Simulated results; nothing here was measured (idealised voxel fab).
The process module that follows is named voxel wiring stack.
The figure presents cross-section cut, which has a width of 205 nm and is divided into square cells with an edge length of 5 nm.
Think of the cross-section as a grid of square cells. We describe it in bands, top to bottom, and each band covers one or more rows of those cells. It is stipulated that each band's entry specify, in nanometres, the height of the top of the band and then that of its bottom, followed by the materials of the band in left-to-right sequence, each together with its width in nanometres. A single material marked by the word "edge to edge" is understood to fill the band from edge to edge; the word "air" is understood to denote empty space. Note: height 0 marks the level under which the wafer is uniformly one material as received. Lowest band unbounded below, written "0..down". The notation "30->40" denotes a width that varies across the rows of cells in the band, beginning at the first number in the top row, finishing at the second number in the bottom row, and changing by an identical amount from each row to the next. "no modification" -> step changed no cross-section cell. "Unvented cavities" - sealed voids, min. 8 cells, no opening to top; format: width x height at distance (distance from left edge; nm throughout). It should be noted that, on the line of a given step, the content following the step's settings is a remark produced by the simulator itself with respect to that step. The optional step-line setting "overlay nm" applies to steps with a mask and quantifies how far to the right of its planned location the mask lay, a negative value indicating leftward placement.

STEPS IN THE PROCESS PLAN
1. op RECEIVE | material Si
2. op CONFORMAL_DEP | material SiO2 | thk nm 10
3. op DIRECTIONAL_DEP | material TiN | thk nm 5
4. op DIRECTIONAL_DEP | material W | thk nm 20
5. op PATTERN | tone cover | mask id METAL_1 | material resist | width nm 30 | pitch nm 50 | thk nm 20 | overlay nm 0
6. op DIRECTIONAL_ETCH | etch materials W | depth nm 20
7. op DIRECTIONAL_ETCH | etch materials TiN | depth nm 5
8. op STRIP | etch materials resist
9. op FILL_DEP | material SiO2 | thk nm 10
10. op CMP | height nm 35
11. op CONFORMAL_DEP | material SiCN | thk nm 5
12. op DIRECTIONAL_DEP | material lowk | thk nm 30
13. op PATTERN | tone open | mask id METAL_2_HOLES | material resist | width nm 15 | pitch nm 50 | thk nm 20 | overlay nm 0
14. op DIRECTIONAL_ETCH | etch materials lowk | depth nm 30
15. op STRIP | etch materials resist
16. op PATTERN | tone open | mask id METAL_2 | material resist | width nm 30 | pitch nm 50 | thk nm 15 | overlay nm 0
17. op DIRECTIONAL_ETCH | etch materials lowk | depth nm 15
18. op DIRECTIONAL_ETCH | etch materials SiCN | depth nm 5
19. op STRIP | etch materials resist
20. op CONFORMAL_DEP | material TiN | thk nm 5
21. op FILL_DEP | material Ru | thk nm 5
22. op CMP | height nm 70
23. op CONFORMAL_DEP | material SiCN | thk nm 5
24. op DIRECTIONAL_DEP | material SiO2 | thk nm 25
25. op PATTERN | tone open | mask id METAL_3_HOLES | material resist | width nm 15 | pitch nm 50 | thk nm 20 | overlay nm 0
26. op DIRECTIONAL_ETCH | etch materials SiO2 | depth nm 25
27. op STRIP | etch materials resist
28. op DIRECTIONAL_DEP | material aC | thk nm 15
29. op PATTERN | tone open | mask id METAL_3 | material resist | width nm 30 | pitch nm 50 | thk nm 35 | overlay nm 0
30. op DIRECTIONAL_ETCH | etch materials aC | depth nm 15
31. op STRIP | etch materials resist
32. op DIRECTIONAL_ETCH | etch materials SiO2 | depth nm 15
33. op DIRECTIONAL_ETCH | etch materials SiCN | depth nm 5
34. op STRIP | etch materials aC
35. op CONFORMAL_DEP | material TiN | thk nm 5
36. op FILL_DEP | material Cu | thk nm 10
37. op CMP | height nm 100
38. op CONFORMAL_DEP | material SiCN | thk nm 5
39. op DIRECTIONAL_DEP | material lowk | thk nm 35
40. op DIRECTIONAL_DEP | material aC | thk nm 15
41. op PATTERN | tone open | mask id METAL_4 | material resist | width nm 30 | pitch nm 50 | thk nm 30 | overlay nm 0
42. op DIRECTIONAL_ETCH | etch materials aC | depth nm 15
43. op STRIP | etch materials resist
44. op DIRECTIONAL_ETCH | etch materials lowk | depth nm 20
45. op STRIP | etch materials aC
46. op PATTERN | tone open | mask id METAL_4_HOLES | material resist | width nm 15 | pitch nm 50 | thk nm 20 | overlay nm 0
47. op DIRECTIONAL_ETCH | etch materials lowk | depth nm 15
48. op DIRECTIONAL_ETCH | etch materials SiCN | depth nm 5
49. op STRIP | etch materials resist
50. op CONFORMAL_DEP | material TiN | thk nm 5
51. op FILL_DEP | material Ru | thk nm 5
52. op CMP | height nm 140
53. op CONFORMAL_DEP | material SiCN | thk nm 5

INCOMING WAFER, CROSS-SECTIONAL VIEW, POST STEP 1
> 0..down = Si edge to edge
> Unvented cavities: none

AS-PLANNED RUN: CROSS-SECTION OF THE FIRST OF TWO WAFERS AT END OF MODULE
> 145..140 = SiCN edge to edge
> 140..125 = lowk 60 nm, then TiN 5 nm, then Ru 20 nm, then TiN 5 nm, then lowk 20 nm, then TiN 5 nm, then Ru 20 nm, then TiN 5 nm, then lowk 65 nm
> 125..120 = lowk 60 nm, then TiN 5 nm, then Ru 5 nm, then TiN 20 nm, then lowk 20 nm, then TiN 5 nm, then Ru 5 nm, then TiN 20 nm, then lowk 65 nm
> 120..105 = lowk 60 nm, then TiN 5 nm, then Ru 5 nm, then TiN 5 nm, then lowk 35 nm, then TiN 5 nm, then Ru 5 nm, then TiN 5 nm, then lowk 80 nm
> 105..100 = SiCN 60 nm, then TiN 15 nm, then SiCN 35 nm, then TiN 15 nm, then SiCN 80 nm
> 100..90 = SiO2 60 nm, then TiN 5 nm, then Cu 20 nm, then TiN 5 nm, then SiO2 20 nm, then TiN 5 nm, then Cu 20 nm, then TiN 5 nm, then SiO2 65 nm
> 90..85 = SiO2 60 nm, then TiN 5 nm, then Cu 5 nm, then TiN 20 nm, then SiO2 20 nm, then TiN 5 nm, then Cu 5 nm, then TiN 20 nm, then SiO2 65 nm
> 85..75 = SiO2 60 nm, then TiN 5 nm, then Cu 5 nm, then TiN 5 nm, then SiO2 35 nm, then TiN 5 nm, then Cu 5 nm, then TiN 5 nm, then SiO2 80 nm
> 75..70 = SiCN 60 nm, then TiN 15 nm, then SiCN 35 nm, then TiN 15 nm, then SiCN 80 nm
> 70..60 = lowk 60 nm, then TiN 5 nm, then Ru 20 nm, then TiN 5 nm, then lowk 20 nm, then TiN 5 nm, then Ru 20 nm, then TiN 5 nm, then lowk 65 nm
> 60..55 = lowk 60 nm, then TiN 5 nm, then Ru 5 nm, then TiN 20 nm, then lowk 20 nm, then TiN 5 nm, then Ru 5 nm, then TiN 20 nm, then lowk 65 nm
> 55..40 = lowk 60 nm, then TiN 5 nm, then Ru 5 nm, then TiN 5 nm, then lowk 35 nm, then TiN 5 nm, then Ru 5 nm, then TiN 5 nm, then lowk 80 nm
> 40..35 = SiCN 60 nm, then TiN 15 nm, then SiCN 35 nm, then TiN 15 nm, then SiCN 80 nm
> 35..15 = SiO2 60 nm, then W 30 nm, then SiO2 20 nm, then W 30 nm, then SiO2 65 nm
> 15..10 = SiO2 60 nm, then TiN 30 nm, then SiO2 20 nm, then TiN 30 nm, then SiO2 65 nm
> 10..0 = SiO2 edge to edge
> 0..down = Si edge to edge
> Unvented cavities: none

MODULE END: CROSS-SECTION OF WAFER TWO OF TWO. SAME START AND PROCESS PLAN AS THE FIRST WAFER. ONE MISTAKE DURING EXECUTION
> 145..140 = SiCN edge to edge
> 140..125 = lowk 60 nm, then TiN 5 nm, then Ru 20 nm, then TiN 5 nm, then lowk 20 nm, then TiN 5 nm, then Ru 20 nm, then TiN 5 nm, then lowk 65 nm
> 125..120 = lowk 60 nm, then TiN 5 nm, then Ru 5 nm, then TiN 20 nm, then lowk 20 nm, then TiN 5 nm, then Ru 5 nm, then TiN 20 nm, then lowk 65 nm
> 120..105 = lowk 60 nm, then TiN 5 nm, then Ru 5 nm, then TiN 5 nm, then lowk 35 nm, then TiN 5 nm, then Ru 5 nm, then TiN 5 nm, then lowk 80 nm
> 105..95 = SiCN 60 nm, then TiN 15->30 nm, then SiCN 35->20 nm, then TiN 15->30 nm, then SiCN 80->65 nm
> 95..70 = SiO2 edge to edge
> 70..60 = lowk 60 nm, then TiN 5 nm, then Ru 20 nm, then TiN 5 nm, then lowk 20 nm, then TiN 5 nm, then Ru 20 nm, then TiN 5 nm, then lowk 65 nm
> 60..55 = lowk 60 nm, then TiN 5 nm, then Ru 5 nm, then TiN 20 nm, then lowk 20 nm, then TiN 5 nm, then Ru 5 nm, then TiN 20 nm, then lowk 65 nm
> 55..40 = lowk 60 nm, then TiN 5 nm, then Ru 5 nm, then TiN 5 nm, then lowk 35 nm, then TiN 5 nm, then Ru 5 nm, then TiN 5 nm, then lowk 80 nm
> 40..35 = SiCN 60 nm, then TiN 15 nm, then SiCN 35 nm, then TiN 15 nm, then SiCN 80 nm
> 35..15 = SiO2 60 nm, then W 30 nm, then SiO2 20 nm, then W 30 nm, then SiO2 65 nm
> 15..10 = SiO2 60 nm, then TiN 30 nm, then SiO2 20 nm, then TiN 30 nm, then SiO2 65 nm
> 10..0 = SiO2 edge to edge
> 0..down = Si edge to edge
> Unvented cavities: none
Error vs. plan: contrary to the plan, steps 23 and 24 were processed in exchanged order
Looking at both finished wafers in cells, the second ends up ahead of or behind the first on some materials: Cu -22; SiCN -6; SiO2 +48; TiN -20
